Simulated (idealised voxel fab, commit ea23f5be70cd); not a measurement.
process module | voxel capacitor over wiring
cross-section cut | 190 nm wide | cells 5 nm
A cross-section is a grid of square cells, given in bands from the top down. A band is one or more rows of cells.
Each band's line starts with the height of the band's top and of its bottom, in nm. Then come its materials from left to right, each with its width in nm. One material with "throughout" fills the band from edge to edge. "air" is empty space.
Height 0 is the level under which the wafer as received is all one material. The lowest band goes on downwards, as in "0 down".
A width such as "30 to 40" changes by the same amount from each row of cells to the next, from the band's top row to its bottom row.
"no change" after a step means that no cell of the cross-section changed.
closed voids: empty space of 8 cells or more with no open way to the top, each as width x height at its distance from the left edge, in nm
after a step's settings: what the simulator itself notes on the step
overlay nm, on a step with a mask: how far to the right of its planned place the mask lay; to the left if negative
plan
1 op RECEIVE | material Si
2 op CONFORMAL_DEP | material SiO2 | thk nm 15
3 op DIRECTIONAL_DEP | material TiN | thk nm 5
4 op DIRECTIONAL_DEP | material Ru | thk nm 20
5 op DIRECTIONAL_DEP | material aC | thk nm 10
6 op PATTERN | tone cover | mask id METAL_1 | material resist | width nm 20 | pitch nm 70 | thk nm 25 | overlay nm 0
7 op DIRECTIONAL_ETCH | etch materials aC | depth nm 10
8 op STRIP | etch materials resist
9 op DIRECTIONAL_ETCH | etch materials Ru | depth nm 20
10 op DIRECTIONAL_ETCH | etch materials TiN | depth nm 5
11 op STRIP | etch materials aC
12 op CONFORMAL_DEP | material SiN | thk nm 5
13 op FILL_DEP | material SiO2 | thk nm 10
14 op CMP | height nm 40
15 op CONFORMAL_DEP | material SiCN | thk nm 5
16 op DIRECTIONAL_DEP | material lowk | thk nm 10
17 op MASKED_ETCH | tone open | mask id PLUG_1 | width nm 15 | etch materials lowk | depth nm 10 | overlay nm 0
18 op MASKED_ETCH | tone open | mask id PLUG_1 | width nm 15 | etch materials SiCN | depth nm 5 | overlay nm 0
19 op EPI | material Ru | thk nm 10
20 op EPI | material Ru | thk nm 5
21 op DIRECTIONAL_DEP | material TiN | thk nm 5
22 op DIRECTIONAL_DEP | material HfO2 | thk nm 5
23 op DIRECTIONAL_DEP | material TiN | thk nm 5
24 op DIRECTIONAL_DEP | material aC | thk nm 10
25 op PATTERN | tone cover | mask id UPPER_PLATE | material resist | width nm 55 | thk nm 30 | overlay nm 0
26 op DIRECTIONAL_ETCH | etch materials aC | depth nm 10
27 op STRIP | etch materials resist
28 op DIRECTIONAL_ETCH | etch materials TiN | depth nm 5
29 op DIRECTIONAL_ETCH | etch materials HfO2 | depth nm 5
30 op STRIP | etch materials aC
31 op MASKED_ETCH | tone cover | mask id LOWER_PLATE | width nm 65 | etch materials TiN | depth nm 5 | overlay nm 0
32 op FILL_DEP | material SiO2 | thk nm 15
33 op CMP | height nm 80
34 op PATTERN | tone open | mask id PLUG_2 | material resist | width nm 15 | thk nm 15 | overlay nm 0
35 op DIRECTIONAL_ETCH | etch materials SiO2 | depth nm 10
36 op STRIP | etch materials resist
37 op CONFORMAL_DEP | material TiN | thk nm 5
38 op FILL_DEP | material Cu | thk nm 5
39 op CMP | height nm 80
40 op CONFORMAL_DEP | material SiN | thk nm 5
first wafer, as planned
as received, after step 1
  0 down: Si throughout
  closed voids: none
after step 2
  15 to 0: SiO2 throughout
  below 0: unchanged
after step 3
  20 to 15: TiN throughout
  below 15: unchanged
after step 4
  40 to 20: Ru throughout
  below 20: unchanged
after step 5
  50 to 40: aC throughout
  below 40: unchanged
after step 6
  75 to 50: air 50 | resist 20 | air 50 | resist 20 | air 50
  below 50: unchanged
after step 7
  65 to 50: air 50 | resist 20 | air 50 | resist 20 | air 50
  50 to 40: air 50 | aC 20 | air 50 | aC 20 | air 50
  below 40: unchanged
after step 8
  50 to 40: air 50 | aC 20 | air 50 | aC 20 | air 50
  below 40: unchanged
after step 9
  50 to 40: air 50 | aC 20 | air 50 | aC 20 | air 50
  40 to 20: air 50 | Ru 20 | air 50 | Ru 20 | air 50
  below 20: unchanged
after step 10
  50 to 40: air 50 | aC 20 | air 50 | aC 20 | air 50
  40 to 20: air 50 | Ru 20 | air 50 | Ru 20 | air 50
  20 to 15: air 50 | TiN 20 | air 50 | TiN 20 | air 50
  below 15: unchanged
after step 11
  40 to 20: air 50 | Ru 20 | air 50 | Ru 20 | air 50
  below 20: unchanged
after step 12
  45 to 40: air 45 | SiN 30 | air 40 | SiN 30 | air 45
  40 to 20: air 45 | SiN 5 | Ru 20 | SiN 5 | air 40 | SiN 5 | Ru 20 | SiN 5 | air 45
  20 to 15: SiN 50 | TiN 20 | SiN 50 | TiN 20 | SiN 50
  below 15: unchanged
after step 13
  55 to 45: SiO2 throughout
  45 to 40: SiO2 45 | SiN 30 | SiO2 40 | SiN 30 | SiO2 45
  40 to 20: SiO2 45 | SiN 5 | Ru 20 | SiN 5 | SiO2 40 | SiN 5 | Ru 20 | SiN 5 | SiO2 45
  below 20: unchanged
after step 14
  40 to 20: SiO2 45 | SiN 5 | Ru 20 | SiN 5 | SiO2 40 | SiN 5 | Ru 20 | SiN 5 | SiO2 45
  below 20: unchanged
after step 15
  45 to 40: SiCN throughout
  below 40: unchanged
after step 16
  55 to 45: lowk throughout
  below 45: unchanged
after step 17
  55 to 45: lowk 55 | air 15 | lowk 120
  below 45: unchanged
after step 18
  55 to 45: lowk 55 | air 15 | lowk 120
  45 to 40: SiCN 55 | air 15 | SiCN 120
  below 40: unchanged
after step 19
  55 to 50: lowk 55 | air 15 | lowk 120
  50 to 45: lowk 55 | Ru 15 | lowk 120
  45 to 40: SiCN 55 | Ru 15 | SiCN 120
  below 40: unchanged
after step 20
  55 to 45: lowk 55 | Ru 15 | lowk 120
  below 45: unchanged
after step 21
  60 to 55: TiN throughout
  below 55: unchanged
after step 22
  65 to 60: HfO2 throughout
  below 60: unchanged
after step 23
  70 to 65: TiN throughout
  below 65: unchanged
after step 24
  80 to 70: aC throughout
  below 70: unchanged
after step 25
  110 to 80: air 55 | resist 55 | air 80
  below 80: unchanged
after step 26
  100 to 80: air 55 | resist 55 | air 80
  80 to 70: air 55 | aC 55 | air 80
  below 70: unchanged
after step 27
  80 to 70: air 55 | aC 55 | air 80
  below 70: unchanged
after step 28
  80 to 70: air 55 | aC 55 | air 80
  70 to 65: air 55 | TiN 55 | air 80
  below 65: unchanged
after step 29
  80 to 70: air 55 | aC 55 | air 80
  70 to 65: air 55 | TiN 55 | air 80
  65 to 60: air 55 | HfO2 55 | air 80
  below 60: unchanged
after step 30
  70 to 65: air 55 | TiN 55 | air 80
  below 65: unchanged
after step 31
  70 to 65: air 55 | TiN 55 | air 80
  65 to 60: air 55 | HfO2 55 | air 80
  60 to 55: air 50 | TiN 65 | air 75
  below 55: unchanged
after step 32
  85 to 70: SiO2 throughout
  70 to 65: SiO2 55 | TiN 55 | SiO2 80
  65 to 60: SiO2 55 | HfO2 55 | SiO2 80
  60 to 55: SiO2 50 | TiN 65 | SiO2 75
  below 55: unchanged
after step 33
  80 to 70: SiO2 throughout
  below 70: unchanged
after step 34
  95 to 80: resist 65 | air 15 | resist 110
  below 80: unchanged
after step 35
  95 to 80: resist 65 | air 15 | resist 110
  80 to 70: SiO2 65 | air 15 | SiO2 110
  below 70: unchanged
after step 36
  80 to 70: SiO2 65 | air 15 | SiO2 110
  below 70: unchanged
after step 37
  85 to 80: TiN 70 | air 5 | TiN 115
  80 to 75: SiO2 65 | TiN 5 | air 5 | TiN 5 | SiO2 110
  75 to 65: SiO2 65 to 55 | TiN 15 to 55 | SiO2 110 to 80
  below 65: unchanged
after step 38
  90 to 85: Cu throughout
  85 to 80: TiN 70 | Cu 5 | TiN 115
  80 to 75: SiO2 65 | TiN 5 | Cu 5 | TiN 5 | SiO2 110
  below 75: unchanged
after step 39
  80 to 75: SiO2 65 | TiN 5 | Cu 5 | TiN 5 | SiO2 110
  below 75: unchanged
after step 40
  85 to 80: SiN throughout
  below 80: unchanged
second wafer: like start, like plan, one mistake. Through step 21 it matches the first wafer
when step 22 should have ended: no change
when step 23 should have ended
  65 to 55: TiN throughout
  below 55: unchanged
when step 24 should have ended
  75 to 65: aC throughout
  below 65: unchanged
when step 25 should have ended
  105 to 75: air 55 | resist 55 | air 80
  below 75: unchanged
when step 26 should have ended
  95 to 75: air 55 | resist 55 | air 80
  75 to 65: air 55 | aC 55 | air 80
  below 65: unchanged
when step 27 should have ended
  75 to 65: air 55 | aC 55 | air 80
  below 65: unchanged
when step 28 should have ended
  75 to 65: air 55 | aC 55 | air 80
  65 to 60: air 55 | TiN 55 | air 80
  below 60: unchanged
when step 29 should have ended: no change
when step 30 should have ended
  65 to 60: air 55 | TiN 55 | air 80
  below 60: unchanged
when step 31 should have ended
  65 to 55: air 55 to 50 | TiN 55 to 65 | air 80 to 75
  below 55: unchanged
when step 32 should have ended
  80 to 65: SiO2 throughout
  65 to 55: SiO2 55 to 50 | TiN 55 to 65 | SiO2 80 to 75
  below 55: unchanged
when step 33 should have ended: no change
when step 34 should have ended
  95 to 80: resist 65 | air 15 | resist 110
  below 80: unchanged
when step 35 should have ended
  95 to 80: resist 65 | air 15 | resist 110
  80 to 70: SiO2 65 | air 15 | SiO2 110
  below 70: unchanged
when step 36 should have ended
  80 to 70: SiO2 65 | air 15 | SiO2 110
  below 70: unchanged
when step 37 should have ended
  85 to 80: TiN 70 | air 5 | TiN 115
  80 to 75: SiO2 65 | TiN 5 | air 5 | TiN 5 | SiO2 110
  75 to 70: SiO2 65 | TiN 15 | SiO2 110
  below 70: unchanged
when step 38 should have ended
  90 to 85: Cu throughout
  85 to 80: TiN 70 | Cu 5 | TiN 115
  80 to 75: SiO2 65 | TiN 5 | Cu 5 | TiN 5 | SiO2 110
  below 75: unchanged
when step 39 should have ended
  80 to 75: SiO2 65 | TiN 5 | Cu 5 | TiN 5 | SiO2 110
  below 75: unchanged
when step 40 should have ended
  85 to 80: SiN throughout
  below 80: unchanged
what went wrong: step 22 was left out
at the end the second wafer has, in cells: 11 fewer of HfO2 | 11 more of SiO2
